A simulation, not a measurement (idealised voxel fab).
process module | voxel self aligned contacts
cross-section cut | 175 nm wide | cells 5 nm
A cross-section is a grid of square cells, given in bands from the top down. A band is one or more rows of cells.
Each band's line starts with the height of the band's top and of its bottom, in nm. Then come its materials from left to right, each with its width in nm. One material with "throughout" fills the band from edge to edge. "air" is empty space.
Height 0 is the level under which the wafer as received is all one material. The lowest band goes on downwards, as in "0 down".
A width such as "30 to 40" changes by the same amount from each row of cells to the next, from the band's top row to its bottom row.
"no change" after a step means that no cell of the cross-section changed.
closed voids: empty space of 8 cells or more with no open way to the top, each as width x height at its distance from the left edge, in nm
after a step's settings: what the simulator itself notes on the step
overlay nm, on a step with a mask: how far to the right of its planned place the mask lay; to the left if negative
plan
1 op RECEIVE | material Si
2 op CONFORMAL_DEP | material SiO2 | thk nm 5
3 op DIRECTIONAL_DEP | material polySi | thk nm 20
4 op DIRECTIONAL_DEP | material SiN | thk nm 20
5 op MASKED_ETCH | tone cover | mask id GATE | width nm 35 | pitch nm 65 | etch materials SiN | depth nm 20 | overlay nm 0
6 op MASKED_ETCH | tone cover | mask id GATE | width nm 35 | pitch nm 65 | etch materials polySi | depth nm 20 | overlay nm -15
7 op CONFORMAL_DEP | material SiN | thk nm 5
8 op DIRECTIONAL_ETCH | etch materials SiN | depth nm 5
9 op FILL_DEP | material SiO2 | thk nm 10
10 op CMP | height nm 50
11 op PATTERN | tone open | mask id CONTACT | material resist | width nm 40 | thk nm 20 | overlay nm 0
12 op DIRECTIONAL_ETCH | etch materials SiO2 | depth nm 50
13 op STRIP | etch materials resist
14 op CONFORMAL_DEP | material TiN | thk nm 5
15 op FILL_DEP | material W | thk nm 10
16 op CMP | height nm 50
17 op CONFORMAL_DEP | material SiN | thk nm 5
varied across the wafers: overlay nm of step 6. The plan shows the first wafer's value. All wafers start alike
first wafer as received, after step 1
  0 down: Si throughout
  closed voids: none
first wafer at the end, after step 17
  55 to 50: SiN throughout
  50 to 45: SiO2 65 | TiN 15 | W 10 | TiN 15 | SiO2 70
  45 to 30: SiO2 30 | SiN 45 | TiN 5 | W 10 | TiN 5 | SiN 45 | SiO2 35
  30 to 25: SiO2 30 | SiN 45 | TiN 20 | SiN 45 | SiO2 35
  25 to 5: SiO2 15 | SiN 5 | polySi 50 | SiN 5 | TiN 5 | SiN 5 | polySi 50 | SiN 5 | SiO2 35
  5 to 0: SiO2 75 | TiN 5 | SiO2 95
  0 down: Si throughout
  closed voids: none
last wafer at the end
  55 to 50: SiN throughout
  50 to 45: SiO2 65 | TiN 15 | W 10 | TiN 15 | SiO2 70
  45 to 30: SiO2 30 | SiN 45 | TiN 5 | W 10 | TiN 5 | SiN 45 | SiO2 35
  30 to 25: SiO2 30 | SiN 45 | TiN 20 | SiN 45 | SiO2 35
  25 to 5: SiO2 30 | SiN 5 | polySi 50 | SiN 5 | TiN 5 | SiN 5 | polySi 50 | SiN 5 | SiO2 20
  5 to 0: SiO2 90 | TiN 5 | SiO2 80
  0 down: Si throughout
  closed voids: none
each wafer at the end: cells of each material gained (+) or lost (-) since it was received, then its closed voids
overlay nm -15 | +123 SiN | +153 SiO2 | +21 TiN | +8 W | +80 polySi | closed voids: none
overlay nm -10 | +123 SiN | +156 SiO2 | +26 TiN | +8 W | +72 polySi | closed voids: none
overlay nm -5 | +123 SiN | +159 SiO2 | +26 TiN | +13 W | +64 polySi | closed voids: none
overlay nm 0 | +123 SiN | +162 SiO2 | +26 TiN | +18 W | +56 polySi | closed voids: none
overlay nm 5 | +123 SiN | +159 SiO2 | +26 TiN | +13 W | +64 polySi | closed voids: none
overlay nm 10 | +123 SiN | +156 SiO2 | +26 TiN | +8 W | +72 polySi | closed voids: none
overlay nm 15 | +123 SiN | +153 SiO2 | +21 TiN | +8 W | +80 polySi | closed voids: none
